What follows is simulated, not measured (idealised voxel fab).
Herein follows the process module entitled voxel released beams.
cross-section cut | 185 nm wide | cells 5 nm
Cross-section spec: square-cell grid; bands listed top down; each band is one or more rows. Quick guide to a band line: top height, bottom height (nm) up front; then every material left to right with its width in nm. Only one material and it's marked "everywhere"? Then it fills the band edge to edge. And "empty" just means empty space. For the purposes of this specification, 0 denotes the height below which the wafer in its as-received condition is composed wholly of one material, and the lowermost band, lacking a lower limit, extends downward without end, as expressed in "0..down". Read "30->40" as a graded width: first number on top, second number at the bottom, same change between each pair of neighbouring rows. Key: "identical to before" - step with no changed cell in the cross-section. "Enclosed internal cavities": empty spaces of 8 cells or more with no open way to the top, each given as width x height at distance, distance from the left edge, all in nm. Anything after a step's settings on that line? It's the simulator's own note about the step. On any step carrying a mask, the "overlay nm" setting, if present on the step's line, tells how far right of its planned place the mask lay; negative values point to the left.
[plan]
1 op RECEIVE | material Si
2 op CONFORMAL_DEP | material Al2O3 | thk nm 10
3 op DIRECTIONAL_DEP | material SiO2 | thk nm 15
4 op DIRECTIONAL_DEP | material aC | thk nm 15
5 op PATTERN | tone open | mask id ANCHOR | material resist | width nm 40 | thk nm 35 | overlay nm 0
6 op DIRECTIONAL_ETCH | etch materials aC | depth nm 15
7 op STRIP | etch materials resist
8 op DIRECTIONAL_ETCH | etch materials SiO2 | depth nm 15
9 op STRIP | etch materials aC
10 op CONFORMAL_DEP | material W | thk nm 15
11 op MASKED_ETCH | tone cover | mask id BEAM | width nm 105 | etch materials W | depth nm 15 | overlay nm 0
12 op STRIP | etch materials SiO2
[Wafer cross-section on receipt, i.e. after step 1]
- 0..down: Si everywhere
- Enclosed internal cavities: none
[Final wafer profile in cross-section after the module, from the same start and plan as above, with one mistake made during processing]
- 55..40: 35 of empty, 105 of W, 45 of empty
- 40..25: W everywhere
- 25..10: 40 of SiO2, 40 of W, 105 of SiO2
- 10..0: Al2O3 everywhere
- 0..down: Si everywhere
- Enclosed internal cavities: none
The plan and the run diverged here: it should be noted that step 10 of the plan was executed twice
